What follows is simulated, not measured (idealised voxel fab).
The following process module bears the name voxel capacitor over wiring.
Cross-section cut spans 155 nm and uses square cells 5 nm in size.
A cross-section is written here as square cells arranged in a grid, and it is given in bands from the top down, each band taking up one or more rows of cells. Heights first: top, then bottom, in nm. Then materials, left to right, each with a width in nm. "everywhere" on a single material: fills the band edge to edge. "blank": empty space. Height is counted from the level 0, under which the received wafer is composed throughout of one material. The lowest of the bands is not closed at the bottom but continues downward, in the notation "z 0 and below". Read "30 to 40" as a graded width: first number on top, second number at the bottom, same change between each pair of neighbouring rows. Any step labelled "no modification" changed none of the cells in the cross-section. "Entrapped void list": empty spaces of 8 cells or more with no open way to the top, each given as width x height at distance, distance from the left edge, all in nm. after a step's settings: what the simulator itself notes on the step. A step's line can hold "overlay nm"; with a mask on that step, the setting says how far right of the planned place the mask lay, while a negative setting says it lay to the left.

**These are the steps we planned for the process**
1) RECEIVE (material Si)
2) CONFORMAL_DEP (material SiO2; thk nm 15)
3) CONFORMAL_DEP (material SiCN; thk nm 5)
4) DIRECTIONAL_DEP (material SiO2; thk nm 25)
5) DIRECTIONAL_DEP (material aC; thk nm 10)
6) PATTERN (tone open; mask id METAL_1; material resist; width nm 30; pitch nm 95; thk nm 30; overlay nm 0)
7) DIRECTIONAL_ETCH (etch materials aC; depth nm 10)
8) STRIP (etch materials resist)
9) DIRECTIONAL_ETCH (etch materials SiO2; depth nm 25)
10) DIRECTIONAL_ETCH (etch materials SiCN; depth nm 5)
11) STRIP (etch materials aC)
12) CONFORMAL_DEP (material TiN; thk nm 5)
13) FILL_DEP (material Cu; thk nm 10)
14) CMP (height nm 45)
15) CONFORMAL_DEP (material SiCN; thk nm 5)
16) DIRECTIONAL_DEP (material SiO2; thk nm 10)
17) MASKED_ETCH (tone open; mask id PLUG_1; width nm 15; etch materials SiO2; depth nm 10; overlay nm 0)
18) MASKED_ETCH (tone open; mask id PLUG_1; width nm 15; etch materials SiCN; depth nm 5; overlay nm 0)
19) CONFORMAL_DEP (material TiN; thk nm 5)
20) FILL_DEP (material W; thk nm 10)
21) CMP (height nm 60)
22) DIRECTIONAL_DEP (material TiN; thk nm 10)
23) DIRECTIONAL_DEP (material HfO2; thk nm 5)
24) DIRECTIONAL_DEP (material TiN; thk nm 10)
25) PATTERN (tone cover; mask id UPPER_PLATE; material resist; width nm 70; thk nm 15; overlay nm 0)
26) DIRECTIONAL_ETCH (etch materials TiN; depth nm 10)
27) DIRECTIONAL_ETCH (etch materials HfO2; depth nm 5)
28) STRIP (etch materials resist)
29) DIRECTIONAL_DEP (material aC; thk nm 10)
30) PATTERN (tone cover; mask id LOWER_PLATE; material resist; width nm 80; thk nm 25; overlay nm 0)
31) DIRECTIONAL_ETCH (etch materials aC; depth nm 10)
32) STRIP (etch materials resist)
33) DIRECTIONAL_ETCH (etch materials TiN; depth nm 10)
34) STRIP (etch materials aC)
35) FILL_DEP (material SiO2; thk nm 20)
36) CMP (height nm 100)
37) MASKED_ETCH (tone open; mask id PLUG_2; width nm 15; etch materials SiO2; depth nm 15; overlay nm 0)
38) CONFORMAL_DEP (material TiN; thk nm 5)
39) FILL_DEP (material Ru; thk nm 10)
40) CMP (height nm 100)
41) CONFORMAL_DEP (material SiCN; thk nm 5)

**As-received state of the wafer in cross-section, equivalent to post-step 1**
> z 0 and below  Si everywhere
> Entrapped void list: none

**End-of-module XS, first of two wafers, run as planned**
> z 105 to 100  SiCN everywhere
> z 100 to 90  SiO2: 40  TiN: 5  Ru: 5  TiN: 5  SiO2: 100
> z 90 to 85  SiO2: 40  TiN: 15  SiO2: 100
> z 85 to 75  SiO2: 30  TiN: 70  SiO2: 55
> z 75 to 70  SiO2: 30  HfO2: 70  SiO2: 55
> z 70 to 60  SiO2: 25  TiN: 80  SiO2: 50
> z 60 to 50  SiO2: 30  TiN: 5  W: 5  TiN: 5  SiO2: 110
> z 50 to 45  SiCN: 30  TiN: 15  SiCN: 110
> z 45 to 20  SiO2: 15  TiN: 5  Cu: 20  TiN: 5  SiO2: 65  TiN: 5  Cu: 20  TiN: 5  SiO2: 15
> z 20 to 15  SiCN: 15  TiN: 30  SiCN: 65  TiN: 30  SiCN: 15
> z 15 to 0  SiO2 everywhere
> z 0 and below  Si everywhere
> Entrapped void list: none

**Wafer two cross-section, module end. Start and plan unchanged from wafer one; one mistake made during the run**
> z 105 to 100  SiCN everywhere
> z 100 to 90  SiO2: 35  TiN: 5  Ru: 15  TiN: 5  SiO2: 95
> z 90 to 85  SiO2: 35  TiN: 25  SiO2: 95
> z 85 to 75  SiO2: 30  TiN: 70  SiO2: 55
> z 75 to 70  SiO2: 30  HfO2: 70  SiO2: 55
> z 70 to 60  SiO2: 25  TiN: 80  SiO2: 50
> z 60 to 50  SiO2: 30  TiN: 5  W: 5  TiN: 5  SiO2: 110
> z 50 to 45  SiCN: 30  TiN: 15  SiCN: 110
> z 45 to 20  SiO2: 15  TiN: 5  Cu: 20  TiN: 5  SiO2: 65  TiN: 5  Cu: 20  TiN: 5  SiO2: 15
> z 20 to 15  SiCN: 15  TiN: 30  SiCN: 65  TiN: 30  SiCN: 15
> z 15 to 0  SiO2 everywhere
> z 0 and below  Si everywhere
> Entrapped void list: none
What broke from the plan during processing? step 37 deviated from plan and actually ran as MASKED_ETCH (tone open; mask id PLUG_2; width nm 25; etch materials SiO2; depth nm 15; overlay nm 0)
Looking at both finished wafers in cells, the second ends up ahead of or behind the first on some materials: Ru +4; SiO2 -6; TiN +2
